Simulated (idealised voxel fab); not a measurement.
The document below concerns the process module designated voxel gate over fins.
This is section cut - it's 290 nm across, gridded in 5 nm square cells.
Heads up, the way a cross-section reads in here is a grid of square cells, handed over as bands from the top down, with every band being one or more rows of cells. Basically the band line says how high the top is and how high the bottom is, in nm, and then what's in it from left to right, every material with its width in nm. Empty space shows up as "air", and if a single material carries "all across" it runs the full band edge to edge. Measure heights from 0. That's the level where, below it, the as-received wafer is all one material. The lowest band is bottomless and extends downward; write it as in "0 nm and below". Quick explanation for "30..40": the width changes in equal steps down the rows of cells, from the first number in the band's top row to the second number in its bottom row. "changes: none" (step): cross-section cells unchanged, all of them. Each empty space that has no open way to the top and spans at least 8 cells appears under "Enclosed void listing" as width x height at distance, the distance counted from the left edge, all in nm. Whatever follows a step's settings on its line is a remark the simulator itself makes about that step. If you see "overlay nm" on a step's line and that step has a mask, it's telling you how far right of where it was planned the mask ended up; a negative number means it went left instead.
plan:
| 1 | RECEIVE with material Si |
| 2 | CONFORMAL_DEP with material SiN, thk nm 5 |
| 3 | PATTERN with tone cover, mask id FINS, material resist, width nm 15, pitch nm 40, thk nm 15, overlay nm 0 |
| 4 | DIRECTIONAL_ETCH with etch materials SiN, depth nm 5 |
| 5 | DIRECTIONAL_ETCH with etch materials Si, depth nm 35 |
| 6 | STRIP with etch materials resist |
| 7 | OXIDIZE with depth nm 5 |
| 8 | FILL_DEP with material SiO2, thk nm 5 |
| 9 | CMP with height nm 5 |
| 10 | SELECTIVE_ETCH with etch materials SiO2, depth nm 20 |
| 11 | STRIP with etch materials SiN |
| 12 | CONFORMAL_DEP with material HfO2, thk nm 5 |
| 13 | CONFORMAL_DEP with material TiN, thk nm 5 |
| 14 | FILL_DEP with material W, thk nm 15 |
| 15 | CMP with height nm 20 |
| 16 | CONFORMAL_DEP with material SiN, thk nm 10 |
Cross-section of the incoming wafer, state after step 1:
0 nm and below  Si all across
Enclosed void listing: none
End-of-module cross-section. Starting structure and process plan as above; one mistake made in running it:
30 nm to 20 nm  SiN all across
20 nm to 10 nm  W all across
10 nm to 5 nm  W (70) | TiN (25) | W (15) | TiN (25) | W (15) | TiN (25) | W (15) | TiN (25) | W (75)
5 nm to 0 nm  W (70) | TiN (5) | HfO2 (15) | TiN (5) | W (15) | TiN (5) | HfO2 (15) | TiN (5) | W (15) | TiN (5) | HfO2 (15) | TiN (5) | W (15) | TiN (5) | HfO2 (15) | TiN (5) | W (75)
0 nm to -5 nm  W (70) | TiN (5) | HfO2 (5) | Si (5) | HfO2 (5) | TiN (5) | W (15) | TiN (5) | HfO2 (5) | Si (5) | HfO2 (5) | TiN (5) | W (15) | TiN (5) | HfO2 (5) | Si (5) | HfO2 (5) | TiN (5) | W (15) | TiN (5) | HfO2 (5) | Si (5) | HfO2 (5) | TiN (5) | W (75)
-5 nm to -10 nm  TiN (75) | HfO2 (5) | Si (5) | HfO2 (5) | TiN (25) | HfO2 (5) | Si (5) | HfO2 (5) | TiN (25) | HfO2 (5) | Si (5) | HfO2 (5) | TiN (25) | HfO2 (5) | Si (5) | HfO2 (5) | TiN (80)
-10 nm to -15 nm  HfO2 (80) | Si (5) | HfO2 (35) | Si (5) | HfO2 (35) | Si (5) | HfO2 (35) | Si (5) | HfO2 (85)
-15 nm to -75 nm  SiO2 (80) | Si (5) | SiO2 (35) | Si (5) | SiO2 (35) | Si (5) | SiO2 (35) | Si (5) | SiO2 (85)
-75 nm and below  Si all across
Enclosed void listing: none
In executing the process, a mistake was made relative to the plan: execution of plan step 5 occurred twice
